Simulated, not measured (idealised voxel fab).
process module | voxel self aligned vias
cross-section cut | 170 nm wide | cells 5 nm
A cross-section is a grid of square cells, given in bands from the top down. A band is one or more rows of cells.
Each band's line starts with the height of the band's top and of its bottom, in nm. Then come its materials from left to right, each with its width in nm. One material with "throughout" fills the band from edge to edge. "air" is empty space.
Height 0 is the level under which the wafer as received is all one material. The lowest band goes on downwards, as in "0 down".
A width such as "30 to 40" changes by the same amount from each row of cells to the next, from the band's top row to its bottom row.
"no change" after a step means that no cell of the cross-section changed.
closed voids: empty space of 8 cells or more with no open way to the top, each as width x height at its distance from the left edge, in nm
after a step's settings: what the simulator itself notes on the step
overlay nm, on a step with a mask: how far to the right of its planned place the mask lay; to the left if negative
plan
1 op RECEIVE | material Si
2 op CONFORMAL_DEP | material SiO2 | thk nm 10
3 op CONFORMAL_DEP | material SiCN | thk nm 5
4 op DIRECTIONAL_DEP | material SiO2 | thk nm 30
5 op DIRECTIONAL_DEP | material aC | thk nm 10
6 op PATTERN | tone open | mask id LINES | material resist | width nm 20 | pitch nm 45 | thk nm 25 | overlay nm 0
7 op DIRECTIONAL_ETCH | etch materials aC | depth nm 10
8 op STRIP | etch materials resist
9 op DIRECTIONAL_ETCH | etch materials SiO2 | depth nm 30
10 op STRIP | etch materials aC
11 op CONFORMAL_DEP | material TiN | thk nm 5
12 op FILL_DEP | material W | thk nm 10
13 op CMP | height nm 45
14 op SELECTIVE_ETCH | etch materials W Ru TiN | depth nm 10
15 op FILL_DEP | material SiN | thk nm 10
16 op CMP | height nm 45
17 op DIRECTIONAL_DEP | material SiO2 | thk nm 15
18 op PATTERN | tone open | mask id VIAS | material resist | width nm 20 | pitch nm 45 | thk nm 15 | overlay nm 0
19 op DIRECTIONAL_ETCH | etch materials SiO2 | depth nm 15
20 op DIRECTIONAL_ETCH | etch materials SiN | depth nm 10
21 op STRIP | etch materials resist
22 op CONFORMAL_DEP | material TiN | thk nm 5
23 op FILL_DEP | material W | thk nm 5
24 op CMP | height nm 60
25 op CONFORMAL_DEP | material SiCN | thk nm 5
varied across the wafers: width nm of step 18. The plan shows the first wafer's value. All wafers start alike
first wafer as received, after step 1
  0 down: Si throughout
  closed voids: none
each wafer at the end: cells of each material gained (+) or lost (-) since it was received, then its closed voids
width nm 20 | +68 SiCN | +302 SiO2 | +44 TiN | +28 W | closed voids: none
width nm 25 | +68 SiCN | +296 SiO2 | +46 TiN | +32 W | closed voids: none
width nm 30 | +68 SiCN | +290 SiO2 | +48 TiN | +36 W | closed voids: none
